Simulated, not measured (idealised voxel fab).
The process module presented herein is designated voxel wiring stack.
The cross-section shown here is cut; it is 300 nm wide and divided into square cells measuring 5 nm on a side.
When this document writes out a cross-section, it uses a grid of square cells and lists it as bands, beginning at the top and moving down, with a band standing for one or more rows of cells.
Band: top and bottom heights (nm) first, top before bottom; then materials from left to right, widths in nm. "everywhere" marks a sole material filling the band edge to edge. "blank" denotes empty space.
Counting heights begins at 0, where everything beneath is, in the wafer as received, one material. The lowest band has no bottom; it goes on downwards, as "0 nm and below" shows.
When a width is written as two numbers, as in "30..40", the first number is the width in the top row of cells of the band and the second is the width in its bottom row, and the width changes by the same amount from each row to the next.
"remained unchanged" means the step left every cell of the cross-section as it was.
What "Entrapped voids" gives you is every empty space of 8 cells or more that is cut off from the top. Each appears as width x height at distance, with the distance taken from the left edge and width, height and distance all in nm.
Note: text after step settings on the step line = simulator remark on that step.
The "overlay nm" setting may appear on a step's line; for a step that uses a mask, it gives how far to the right of its planned position the mask lay, and a negative value indicates the left.

THIS SECTION LISTS THE PROCESS STEPS THAT WERE PLANNED
1: op RECEIVE | material Si
2: op CONFORMAL_DEP | material SiO2 | thk nm 15
3: op DIRECTIONAL_DEP | material TiN | thk nm 5
4: op DIRECTIONAL_DEP | material W | thk nm 25
5: op DIRECTIONAL_DEP | material aC | thk nm 15
6: op PATTERN | tone cover | mask id METAL_1 | material resist | width nm 20 | pitch nm 35 | thk nm 30 | overlay nm 0
7: op DIRECTIONAL_ETCH | etch materials aC | depth nm 15
8: op STRIP | etch materials resist
9: op DIRECTIONAL_ETCH | etch materials W | depth nm 25
10: op DIRECTIONAL_ETCH | etch materials TiN | depth nm 5
11: op STRIP | etch materials aC
12: op FILL_DEP | material SiO2 | thk nm 10
13: op CMP | height nm 45
14: op CONFORMAL_DEP | material SiCN | thk nm 5
15: op DIRECTIONAL_DEP | material lowk | thk nm 20
16: op PATTERN | tone open | mask id PLUG_1 | material resist | width nm 15 | thk nm 20 | overlay nm 0
17: op DIRECTIONAL_ETCH | etch materials lowk | depth nm 20
18: op DIRECTIONAL_ETCH | etch materials SiCN | depth nm 5
19: op STRIP | etch materials resist
20: op EPI | material Ru | thk nm 10
21: op EPI | material Ru | thk nm 10
22: op EPI | material Ru | thk nm 5
23: op DIRECTIONAL_DEP | material TiN | thk nm 5
24: op DIRECTIONAL_DEP | material W | thk nm 25
25: op DIRECTIONAL_DEP | material aC | thk nm 15
26: op PATTERN | tone cover | mask id METAL_2 | material resist | width nm 20 | pitch nm 35 | thk nm 35 | overlay nm 0
27: op DIRECTIONAL_ETCH | etch materials aC | depth nm 15
28: op STRIP | etch materials resist
29: op DIRECTIONAL_ETCH | etch materials W | depth nm 25
30: op DIRECTIONAL_ETCH | etch materials TiN | depth nm 5
31: op STRIP | etch materials aC
32: op CONFORMAL_DEP | material SiN | thk nm 5
33: op FILL_DEP | material SiO2 | thk nm 5
34: op CMP | height nm 100
35: op CONFORMAL_DEP | material SiCN | thk nm 5
36: op DIRECTIONAL_DEP | material SiO2 | thk nm 20
37: op PATTERN | tone open | mask id PLUG_2 | material resist | width nm 15 | thk nm 20 | overlay nm 0
38: op DIRECTIONAL_ETCH | etch materials SiO2 | depth nm 20
39: op DIRECTIONAL_ETCH | etch materials SiCN | depth nm 5
40: op STRIP | etch materials resist
41: op EPI | material Ru | thk nm 10
42: op EPI | material Ru | thk nm 10
43: op EPI | material Ru | thk nm 5
44: op DIRECTIONAL_DEP | material TiN | thk nm 5
45: op DIRECTIONAL_DEP | material Ru | thk nm 15
46: op MASKED_ETCH | tone cover | mask id METAL_3 | width nm 20 | pitch nm 35 | etch materials Ru | depth nm 15 | overlay nm 0
47: op MASKED_ETCH | tone cover | mask id METAL_3 | width nm 20 | pitch nm 35 | etch materials TiN | depth nm 5 | overlay nm 0
48: op CONFORMAL_DEP | material SiCN | thk nm 5
49: op FILL_DEP | material SiO2 | thk nm 5
50: op CMP | height nm 145
51: op CONFORMAL_DEP | material SiCN | thk nm 5

STEP 1 COMPLETE: CROSS-SECTION OF THE WAFER AS RECEIVED
	0 nm and below  Si everywhere
	Entrapped voids: none

THIS IS HOW THE WAFER LOOKS IN CROSS-SECTION ONCE THE MODULE IS DONE, GIVEN THE STARTING STATE AND PLAN ABOVE AND ONE MISTAKE IN CARRYING THE PLAN OUT
	150 nm to 145 nm  SiCN everywhere
	145 nm to 140 nm  SiO2 (115), SiCN (30), SiO2 (5), SiCN (30), SiO2 (120)
	140 nm to 130 nm  SiO2 (115), SiCN (5), Ru (20), SiCN (5), SiO2 (5), SiCN (5), Ru (20), SiCN (5), SiO2 (120)
	130 nm to 125 nm  SiCN (120), Ru (20), SiCN (15), Ru (20), SiCN (125)
	125 nm to 105 nm  SiO2 (120), Ru (15), SiO2 (165)
	105 nm to 100 nm  SiCN (120), Ru (15), SiCN (165)
	100 nm to 75 nm  SiO2 (115), SiN (5), W (20), SiN (5), SiO2 (5), SiN (5), W (20), SiN (5), SiO2 (120)
	75 nm to 70 nm  SiN (120), TiN (20), SiN (15), TiN (20), SiN (125)
	70 nm to 50 nm  lowk (120), Ru (15), lowk (165)
	50 nm to 45 nm  SiCN (120), Ru (15), SiCN (165)
	45 nm to 20 nm  SiO2 (120), W (20), SiO2 (15), W (20), SiO2 (125)
	20 nm to 15 nm  SiO2 (120), TiN (20), SiO2 (15), TiN (20), SiO2 (125)
	15 nm to 0 nm  SiO2 everywhere
	0 nm and below  Si everywhere
	Entrapped voids: none
Run error: step 44 was left out
